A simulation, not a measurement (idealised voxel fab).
The document below concerns the process module designated voxel fin reveal.
Square cell edge 5 nm, section width 250 nm, ID cut.
Cross-sections here: square-cell grids, written as top-down lists of bands, a band being one or more rows of cells.
Basically the band line says how high the top is and how high the bottom is, in nm, and then what's in it from left to right, every material with its width in nm. Empty space shows up as "blank", and if a single material carries "all across" it runs the full band edge to edge.
Basically, 0 is our baseline, since under it the wafer straight out of the box is all one material. The bottom band has no lower end and keeps on going down, so it looks like "0..down".
A two-number width, for instance "30 to 40", indicates that the width is equal to the first number in the top row of the band and to the second number in the bottom row, and that it changes by a constant amount per row of cells.
The designation "changes: none", where it is given for a processing step, indicates that no cell of the cross-section was altered in the course of that step.
"Internal closed voids": empty spaces of 8 cells or more with no open way to the top, each given as width x height at distance, distance from the left edge, all in nm.
Text after the settings on a step's line: the simulator's own remark on that step.
The "overlay nm" setting may appear on a step's line; for a step that uses a mask, it gives how far to the right of its planned position the mask lay, and a negative value indicates the left.

[Set out below are the planned steps of the process]
1) op RECEIVE | material Si
2) op CONFORMAL_DEP | material SiN | thk nm 10
3) op PATTERN | tone cover | mask id FINS | material resist | width nm 15 | pitch nm 35 | thk nm 20 | overlay nm -15
4) op DIRECTIONAL_ETCH | etch materials SiN | depth nm 10
5) op DIRECTIONAL_ETCH | etch materials Si | depth nm 35
6) op STRIP | etch materials resist
7) op FILL_DEP | material SiO2 | thk nm 10
8) op CMP | height nm 10
9) op SELECTIVE_ETCH | etch materials SiO2 | depth nm 25
10) op STRIP | etch materials SiN
11) op CONFORMAL_DEP | material HfO2 | thk nm 5
Among the wafers covered here, the point of difference is the overlay nm at step 3; their starting state is shared, and the plan presents the value of the first wafer.

[This is how the first of several wafers looked in cross-section when it arrived, which is after step 1]
> 0..down: Si all across
> Internal closed voids: none

[Here is the cross-section of the first of several wafers at the end of the module, after its last step, step 11]
> 5..0: blank (45), HfO2 (25), blank (10), HfO2 (25), blank (10), HfO2 (25), blank (10), HfO2 (25), blank (75)
> 0..-10: blank (45), HfO2 (5), Si (15), HfO2 (5), blank (10), HfO2 (5), Si (15), HfO2 (5), blank (10), HfO2 (5), Si (15), HfO2 (5), blank (10), HfO2 (5), Si (15), HfO2 (5), blank (75)
> -10..-15: HfO2 (50), Si (15), HfO2 (20), Si (15), HfO2 (20), Si (15), HfO2 (20), Si (15), HfO2 (80)
> -15..-35: SiO2 (50), Si (15), SiO2 (20), Si (15), SiO2 (20), Si (15), SiO2 (20), Si (15), SiO2 (80)
> -35..down: Si all across
> Internal closed voids: none

[Here's the last wafer cross-sectioned at the end of the module]
> 5..0: blank (75), HfO2 (25), blank (10), HfO2 (25), blank (10), HfO2 (25), blank (10), HfO2 (25), blank (45)
> 0..-10: blank (75), HfO2 (5), Si (15), HfO2 (5), blank (10), HfO2 (5), Si (15), HfO2 (5), blank (10), HfO2 (5), Si (15), HfO2 (5), blank (10), HfO2 (5), Si (15), HfO2 (5), blank (45)
> -10..-15: HfO2 (80), Si (15), HfO2 (20), Si (15), HfO2 (20), Si (15), HfO2 (20), Si (15), HfO2 (50)
> -15..-35: SiO2 (80), Si (15), SiO2 (20), Si (15), SiO2 (20), Si (15), SiO2 (20), Si (15), SiO2 (50)
> -35..down: Si all across
> Internal closed voids: none

[Note: the following table is arranged by wafer, a row apiece. Each row reports the end-of-module state: per material, cells gained (+) or cells lost (-) compared with the wafer as received; closed voids follow]
overlay nm -15 | +74 HfO2 | -266 Si | +152 SiO2 | Internal closed voids: none
overlay nm -10 | +74 HfO2 | -266 Si | +152 SiO2 | Internal closed voids: none
overlay nm -5 | +74 HfO2 | -266 Si | +152 SiO2 | Internal closed voids: none
overlay nm 0 | +74 HfO2 | -266 Si | +152 SiO2 | Internal closed voids: none
overlay nm 5 | +74 HfO2 | -266 Si | +152 SiO2 | Internal closed voids: none
overlay nm 10 | +74 HfO2 | -266 Si | +152 SiO2 | Internal closed voids: none
overlay nm 15 | +74 HfO2 | -266 Si | +152 SiO2 | Internal closed voids: none
